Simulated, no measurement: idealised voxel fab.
The name of this process module is voxel capacitor over wiring.
Pictured: cross-section cut, 185 nm wide, on a grid of 5 nm square cells.
In this document a cross-section is written as a grid of square cells. It is given as a series of bands, listed from the top down, and a band is one or more rows of cells.
Band entry format. Leading values: height of top, height of bottom, nm. Remainder: materials in left-to-right order, each with its width in nm. Special words: "full width" on a single material, which then fills the band edge to edge; "blank", empty space.
Height 0 is the level under which the wafer as received is all one material. The lowest band goes on downwards, as in "z 0 and below".
Width spec "30..40" -> top row of cells at first value, bottom row at second value, equal per-row change in between.
Any step labelled "no modification" changed none of the cells in the cross-section.
Empty spaces counting at least 8 cells and having no open way to the top are listed in "Closed voids list". The notation width x height at distance is used for each, the distance being from the left edge and all three values in nm.
Post-settings text on a step line: simulator's own remark regarding the step.
If you see "overlay nm" on a step's line and that step has a mask, it's telling you how far right of where it was planned the mask ended up; a negative number means it went left instead.

Here's what the planned process steps look like
1: RECEIVE (material Si)
2: CONFORMAL_DEP (material SiO2; thk nm 10)
3: DIRECTIONAL_DEP (material TiN; thk nm 5)
4: DIRECTIONAL_DEP (material Ru; thk nm 15)
5: PATTERN (tone cover; mask id METAL_1; material resist; width nm 20; pitch nm 80; thk nm 15; overlay nm 0)
6: DIRECTIONAL_ETCH (etch materials Ru; depth nm 15)
7: DIRECTIONAL_ETCH (etch materials TiN; depth nm 5)
8: STRIP (etch materials resist)
9: FILL_DEP (material lowk; thk nm 10)
10: CMP (height nm 30)
11: CONFORMAL_DEP (material SiCN; thk nm 5)
12: DIRECTIONAL_DEP (material SiO2; thk nm 10)
13: DIRECTIONAL_DEP (material aC; thk nm 10)
14: PATTERN (tone open; mask id PLUG_1; material resist; width nm 15; thk nm 30; overlay nm 0)
15: DIRECTIONAL_ETCH (etch materials aC; depth nm 10)
16: STRIP (etch materials resist)
17: DIRECTIONAL_ETCH (etch materials SiO2; depth nm 10)
18: DIRECTIONAL_ETCH (etch materials SiCN; depth nm 5)
19: STRIP (etch materials aC)
20: EPI (material Ru; thk nm 10)
21: EPI (material Ru; thk nm 5)
22: DIRECTIONAL_DEP (material TiN; thk nm 5)
23: DIRECTIONAL_DEP (material SiN; thk nm 5)
24: DIRECTIONAL_DEP (material TiN; thk nm 10)
25: DIRECTIONAL_DEP (material aC; thk nm 15)
26: PATTERN (tone cover; mask id UPPER_PLATE; material resist; width nm 65; thk nm 30; overlay nm 0)
27: DIRECTIONAL_ETCH (etch materials aC; depth nm 15)
28: STRIP (etch materials resist)
29: DIRECTIONAL_ETCH (etch materials TiN; depth nm 10)
30: DIRECTIONAL_ETCH (etch materials SiN; depth nm 5)
31: STRIP (etch materials aC)
32: PATTERN (tone cover; mask id LOWER_PLATE; material resist; width nm 75; thk nm 15; overlay nm 0)
33: DIRECTIONAL_ETCH (etch materials TiN; depth nm 5)
34: STRIP (etch materials resist)
35: FILL_DEP (material SiO2; thk nm 20)
36: CMP (height nm 80)
37: PATTERN (tone open; mask id PLUG_2; material resist; width nm 15; thk nm 15; overlay nm 0)
38: DIRECTIONAL_ETCH (etch materials SiO2; depth nm 15)
39: STRIP (etch materials resist)
40: CONFORMAL_DEP (material TiN; thk nm 5)
41: FILL_DEP (material W; thk nm 5)
42: CMP (height nm 80)
43: CONFORMAL_DEP (material SiN; thk nm 5)

Here's what the wafer looked like in cross-section when it arrived - that's after step 1
- z 0 and below = Si full width
- Closed voids list: none

Cross-sectional image of the first of two wafers at the end of the module, the run having proceeded as planned
- z 85 to 80 = SiN full width
- z 80 to 70 = SiO2 55 nm  TiN 5 nm  W 5 nm  TiN 5 nm  SiO2 115 nm
- z 70 to 65 = SiO2 55 nm  TiN 15 nm  SiO2 115 nm
- z 65 to 55 = SiO2 45 nm  TiN 65 nm  SiO2 75 nm
- z 55 to 50 = SiO2 45 nm  SiN 65 nm  SiO2 75 nm
- z 50 to 45 = SiO2 40 nm  TiN 75 nm  SiO2 70 nm
- z 45 to 35 = SiO2 45 nm  Ru 15 nm  SiO2 125 nm
- z 35 to 30 = SiCN 45 nm  Ru 15 nm  SiCN 125 nm
- z 30 to 15 = lowk 40 nm  Ru 20 nm  lowk 60 nm  Ru 20 nm  lowk 45 nm
- z 15 to 10 = lowk 40 nm  TiN 20 nm  lowk 60 nm  TiN 20 nm  lowk 45 nm
- z 10 to 0 = SiO2 full width
- z 0 and below = Si full width
- Closed voids list: none

Cross-section of the latter of the two wafers at module completion. It had an identical start and an identical plan to the former; in running it, one mistake was made
- z 85 to 80 = SiN full width
- z 80 to 70 = SiO2 55 nm  TiN 5 nm  W 5 nm  TiN 5 nm  SiO2 115 nm
- z 70 to 65 = SiO2 55 nm  TiN 15 nm  SiO2 115 nm
- z 65 to 55 = SiO2 60 nm  TiN 50 nm  SiO2 75 nm
- z 55 to 50 = SiO2 60 nm  SiN 50 nm  SiO2 75 nm
- z 50 to 40 = SiO2 40..45 nm  TiN 75..15 nm  SiO2 70..125 nm
- z 40 to 35 = SiO2 45 nm  SiN 15 nm  SiO2 125 nm
- z 35 to 30 = SiCN 45 nm  TiN 15 nm  SiCN 125 nm
- z 30 to 25 = lowk full width
- z 25 to 10 = lowk 40 nm  Ru 20 nm  lowk 60 nm  Ru 20 nm  lowk 45 nm
- z 10 to 0 = SiO2 full width
- z 0 and below = Si full width
- Closed voids list: none
What was done differently from what was planned? it should be noted that step 3 of the plan was omitted and was not performed
It is noted that, at the conclusion of processing, the second wafer exhibits a higher or lower cell count for certain materials relative to the first: -9 Ru, +9 SiO2, -8 TiN, +8 lowk
